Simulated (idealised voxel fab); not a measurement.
You're looking at the process module voxel double patterning.
Pictured: cross-section cut, 255 nm wide, on a grid of 5 nm square cells.
A cross-section is written here as square cells arranged in a grid, and it is given in bands from the top down, each band taking up one or more rows of cells. Band: top and bottom heights (nm) first, top before bottom; then materials from left to right, widths in nm. "everywhere" marks a sole material filling the band edge to edge. "blank" denotes empty space. Counting heights begins at 0, where everything beneath is, in the wafer as received, one material. The lowest band has no bottom; it goes on downwards, as "0 and below" shows. Per-row width for "30->40": begins at first number (top row of band), ends at second number (bottom row), increment between rows held constant. Basically "changes: none" means that step didn't change any cell in the cross-section. The entry titled "Listed closed voids" provides the empty spaces that have no open way to the top, restricted to those of 8 cells or more. Each is presented as width x height at distance, the distance being measured from the left edge, with all three in nm. It should be noted that, on the line of a given step, the content following the step's settings is a remark produced by the simulator itself with respect to that step. overlay nm: mask right of planned place by this much (step with mask). Neg. = left.

The steps planned for the process are as follows:
1. RECEIVE, material Si
2. CONFORMAL_DEP, material SiO2, thk nm 5
3. DIRECTIONAL_DEP, material TiN, thk nm 10
4. DIRECTIONAL_DEP, material SiCN, thk nm 5
5. PATTERN, tone open, mask id FIRST, material resist, width nm 15, pitch nm 50, thk nm 15, overlay nm 0
6. DIRECTIONAL_ETCH, etch materials SiCN, depth nm 5
7. STRIP, etch materials resist
8. MASKED_ETCH, tone open, mask id SECOND, width nm 15, etch materials SiCN, depth nm 5, overlay nm 0
9. DIRECTIONAL_ETCH, etch materials TiN, depth nm 10
10. STRIP, etch materials SiCN

First wafer, as planned:

Cross-section of the incoming wafer, state after step 1:
  0 and below: Si everywhere
  Listed closed voids: none

After step 2:
  5 down to 0: SiO2 everywhere
  below 0: unchanged

After step 3:
  15 down to 5: TiN everywhere
  below 5: unchanged

After step 4:
  20 down to 15: SiCN everywhere
  below 15: unchanged

After step 5:
  35 down to 20: resist 95 nm, blank 15 nm, resist 35 nm, blank 15 nm, resist 95 nm
  below 20: unchanged

After step 6:
  35 down to 20: resist 95 nm, blank 15 nm, resist 35 nm, blank 15 nm, resist 95 nm
  20 down to 15: SiCN 95 nm, blank 15 nm, SiCN 35 nm, blank 15 nm, SiCN 95 nm
  below 15: unchanged

After step 7:
  20 down to 15: SiCN 95 nm, blank 15 nm, SiCN 35 nm, blank 15 nm, SiCN 95 nm
  below 15: unchanged

After step 8:
  20 down to 15: SiCN 95 nm, blank 15 nm, SiCN 10 nm, blank 15 nm, SiCN 10 nm, blank 15 nm, SiCN 95 nm
  below 15: unchanged

After step 9:
  20 down to 15: SiCN 95 nm, blank 15 nm, SiCN 10 nm, blank 15 nm, SiCN 10 nm, blank 15 nm, SiCN 95 nm
  15 down to 5: TiN 95 nm, blank 15 nm, TiN 10 nm, blank 15 nm, TiN 10 nm, blank 15 nm, TiN 95 nm
  below 5: unchanged

After step 10:
  15 down to 5: TiN 95 nm, blank 15 nm, TiN 10 nm, blank 15 nm, TiN 10 nm, blank 15 nm, TiN 95 nm
  below 5: unchanged

Wafer two: like wafer one in start and plan, but with one mistake in execution; identical up to and including step 4:

Second wafer profile in section, at the moment step 5 of the plan was meant to be complete:
  35 down to 20: resist 85 nm, blank 15 nm, resist 35 nm, blank 15 nm, resist 105 nm
  below 20: unchanged

Second wafer profile in section, at the moment step 6 of the plan was meant to be complete:
  35 down to 20: resist 85 nm, blank 15 nm, resist 35 nm, blank 15 nm, resist 105 nm
  20 down to 15: SiCN 85 nm, blank 15 nm, SiCN 35 nm, blank 15 nm, SiCN 105 nm
  below 15: unchanged

Second wafer profile in section, at the moment step 7 of the plan was meant to be complete:
  20 down to 15: SiCN 85 nm, blank 15 nm, SiCN 35 nm, blank 15 nm, SiCN 105 nm
  below 15: unchanged

Second wafer profile in section, at the moment step 8 of the plan was meant to be complete:
  20 down to 15: SiCN 85 nm, blank 15 nm, SiCN 20 nm, blank 30 nm, SiCN 105 nm
  below 15: unchanged

Second wafer profile in section, at the moment step 9 of the plan was meant to be complete:
  20 down to 15: SiCN 85 nm, blank 15 nm, SiCN 20 nm, blank 30 nm, SiCN 105 nm
  15 down to 5: TiN 85 nm, blank 15 nm, TiN 20 nm, blank 30 nm, TiN 105 nm
  below 5: unchanged

Second wafer profile in section, at the moment step 10 of the plan was meant to be complete:
  15 down to 5: TiN 85 nm, blank 15 nm, TiN 20 nm, blank 30 nm, TiN 105 nm
  below 5: unchanged
What was done differently from what was planned? step 5 ran with different settings than intended, the actual operation and settings being PATTERN, tone open, mask id FIRST, material resist, width nm 15, pitch nm 50, thk nm 15, overlay nm -10
When the process is done, the second wafer contains the same cell count of every material as the first wafer, but distributed over other locations.
